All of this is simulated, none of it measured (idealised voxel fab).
A process module follows: voxel capacitor over wiring.
Cross-section cut spans 240 nm and uses square cells 5 nm in size.
Notation: cross-section as square-cell grid; stated in bands, top first, going down; one or more cell rows per band. For a band, the entry starts with two heights in nm, that of the top and then that of the bottom, and carries on with the band's materials in order from left to right, each alongside its width in nm; the word "throughout" beside a single material means it fills the band edge to edge, and "air" means empty space. Heights are reckoned from 0. Under this level, the received wafer is all of one material. The bottommost band is open-ended downward, for example "z 0 and below". With a width like "30..40", each row of cells in the band differs from the next by the same amount, the top row carrying the first number and the bottom row the second. "same as before" after a step means that no cell of the cross-section changed. Reported under the label "Entrapped voids" are the empty spaces having no open way to the top and comprising 8 cells or more; the notation for each is width x height at distance, in which the distance is measured from the left edge and all three values are in nm. The remark found on a step's line after its settings is issued by the simulator itself and pertains to that step. For masked steps, "overlay nm" on the step line gives how far right of plan the mask actually lay; a minus sign means it lay to the left.

**Planned step list for the process**
1,op RECEIVE | material Si
2,op CONFORMAL_DEP | material SiO2 | thk nm 10
3,op CONFORMAL_DEP | material SiCN | thk nm 5
4,op DIRECTIONAL_DEP | material SiO2 | thk nm 20
5,op DIRECTIONAL_DEP | material aC | thk nm 15
6,op PATTERN | tone open | mask id METAL_1 | material resist | width nm 30 | pitch nm 90 | thk nm 30 | overlay nm 0
7,op DIRECTIONAL_ETCH | etch materials aC | depth nm 15
8,op STRIP | etch materials resist
9,op DIRECTIONAL_ETCH | etch materials SiO2 | depth nm 20
10,op DIRECTIONAL_ETCH | etch materials SiCN | depth nm 5
11,op STRIP | etch materials aC
12,op CONFORMAL_DEP | material TiN | thk nm 5
13,op FILL_DEP | material Cu | thk nm 10
14,op CMP | height nm 35
15,op CONFORMAL_DEP | material SiCN | thk nm 5
16,op DIRECTIONAL_DEP | material lowk | thk nm 20
17,op DIRECTIONAL_DEP | material aC | thk nm 10
18,op PATTERN | tone open | mask id PLUG_1 | material resist | width nm 15 | thk nm 30 | overlay nm 0
19,op DIRECTIONAL_ETCH | etch materials aC | depth nm 10
20,op STRIP | etch materials resist
21,op DIRECTIONAL_ETCH | etch materials lowk | depth nm 20
22,op DIRECTIONAL_ETCH | etch materials SiCN | depth nm 5
23,op STRIP | etch materials aC
24,op EPI | material Ru | thk nm 10
25,op EPI | material Ru | thk nm 10
26,op EPI | material Ru | thk nm 5
27,op DIRECTIONAL_DEP | material TiN | thk nm 10
28,op DIRECTIONAL_DEP | material HfO2 | thk nm 5
29,op DIRECTIONAL_DEP | material TiN | thk nm 10
30,op PATTERN | tone cover | mask id UPPER_PLATE | material resist | width nm 65 | thk nm 20 | overlay nm 0
31,op DIRECTIONAL_ETCH | etch materials TiN | depth nm 10
32,op DIRECTIONAL_ETCH | etch materials HfO2 | depth nm 5
33,op STRIP | etch materials resist
34,op DIRECTIONAL_DEP | material aC | thk nm 10
35,op PATTERN | tone cover | mask id LOWER_PLATE | material resist | width nm 75 | thk nm 25 | overlay nm 0
36,op DIRECTIONAL_ETCH | etch materials aC | depth nm 10
37,op STRIP | etch materials resist
38,op DIRECTIONAL_ETCH | etch materials TiN | depth nm 10
39,op STRIP | etch materials aC
40,op FILL_DEP | material SiO2 | thk nm 20
41,op CMP | height nm 100
42,op DIRECTIONAL_DEP | material aC | thk nm 10
43,op PATTERN | tone open | mask id PLUG_2 | material resist | width nm 15 | thk nm 25 | overlay nm 0
44,op DIRECTIONAL_ETCH | etch materials aC | depth nm 10
45,op STRIP | etch materials resist
46,op DIRECTIONAL_ETCH | etch materials SiO2 | depth nm 15
47,op STRIP | etch materials aC
48,op CONFORMAL_DEP | material TiN | thk nm 5
49,op FILL_DEP | material Cu | thk nm 5
50,op CMP | height nm 100
51,op CONFORMAL_DEP | material SiCN | thk nm 5

**Wafer cross-section on receipt, i.e. after step 1**
	z 0 and below  Si throughout
	Entrapped voids: none

**Final cross-section, module run with one mistake (start and plan as above)**
	z 105 to 100  SiCN throughout
	z 100 to 90  85 nm SiO2 / 5 nm TiN / 5 nm Cu / 5 nm TiN / 140 nm SiO2
	z 90 to 85  85 nm SiO2 / 15 nm TiN / 140 nm SiO2
	z 85 to 80  SiO2 throughout
	z 80 to 70  75 nm SiO2 / 65 nm TiN / 100 nm SiO2
	z 70 to 60  70 nm SiO2 / 75 nm TiN / 95 nm SiO2
	z 60 to 40  75 nm lowk / 15 nm Ru / 150 nm lowk
	z 40 to 35  75 nm SiCN / 15 nm Ru / 150 nm SiCN
	z 35 to 15  60 nm SiO2 / 5 nm TiN / 20 nm Cu / 5 nm TiN / 60 nm SiO2 / 5 nm TiN / 20 nm Cu / 5 nm TiN / 60 nm SiO2
	z 15 to 10  60 nm SiCN / 30 nm TiN / 60 nm SiCN / 30 nm TiN / 60 nm SiCN
	z 10 to 0  SiO2 throughout
	z 0 and below  Si throughout
	Entrapped voids: none
Where did the run depart from the plan? yeah, step 28 of the plan got skipped, never ran
